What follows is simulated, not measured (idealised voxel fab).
Process module under the name voxel plated lines
Each square cell in cross-section cut measures 5 nm, and the section as a whole is 195 nm wide.
Bands, listed from the top down, are how a cross-section gets written in this document; the cross-section itself is a grid of square cells, and a band is one or more rows of them.
This entry defines a band. It first specifies the height of the band's top and the height of its bottom in nm, and then specifies the band's materials from left to right, stating each material with its width in nm. The word "full width" identifies a single material that fills the band from edge to edge, while the word "empty" identifies empty space.
Basically, 0 is our baseline, since under it the wafer straight out of the box is all one material. The bottom band has no lower end and keeps on going down, so it looks like "z 0 and below".
The notation "30..40" denotes a width that varies across the rows of cells in the band, beginning at the first number in the top row, finishing at the second number in the bottom row, and changing by an identical amount from each row to the next.
When a step is marked "same as before", none of the cells in the cross-section changed during that step.
"Closed void roster" means: voids of 8 cells or more that are shut off from the top with no open way through. Written width x height at distance, distance from the left edge, in nm.
The remark found on a step's line after its settings is issued by the simulator itself and pertains to that step.
overlay nm: mask right of planned place by this much (step with mask). Neg. = left.
The steps planned for the process are as follows
1 RECEIVE,material Si
2 CONFORMAL_DEP,material SiN,thk nm 10
3 DIRECTIONAL_DEP,material TiN,thk nm 5
4 PATTERN,tone open,mask id LINES,material resist,width nm 20,pitch nm 40,thk nm 15,overlay nm 0
5 EPI,material Ru,thk nm 5
6 STRIP,etch materials resist
7 DIRECTIONAL_ETCH,etch materials TiN,depth nm 5
8 CONFORMAL_DEP,material SiCN,thk nm 10
Wafer as received: cross-section following step 1
> z 0 and below = Si full width
> Closed void roster: none
The module was run from the start shown above using the plan shown above, but one mistake was made doing it; the resulting wafer cross-section is below
> z 20 to 10 = 35 empty  120 SiCN  40 empty
> z 10 to 5 = 45 SiCN  20 Ru  20 SiCN  20 Ru  20 SiCN  20 Ru  50 SiCN
> z 5 to 0 = 45 SiCN  20 TiN  20 SiCN  20 TiN  20 SiCN  20 TiN  50 SiCN
> z 0 and below = Si full width
> Closed void roster: none
So what did we get wrong on this run? not run: step 2 of the plan (skipped)
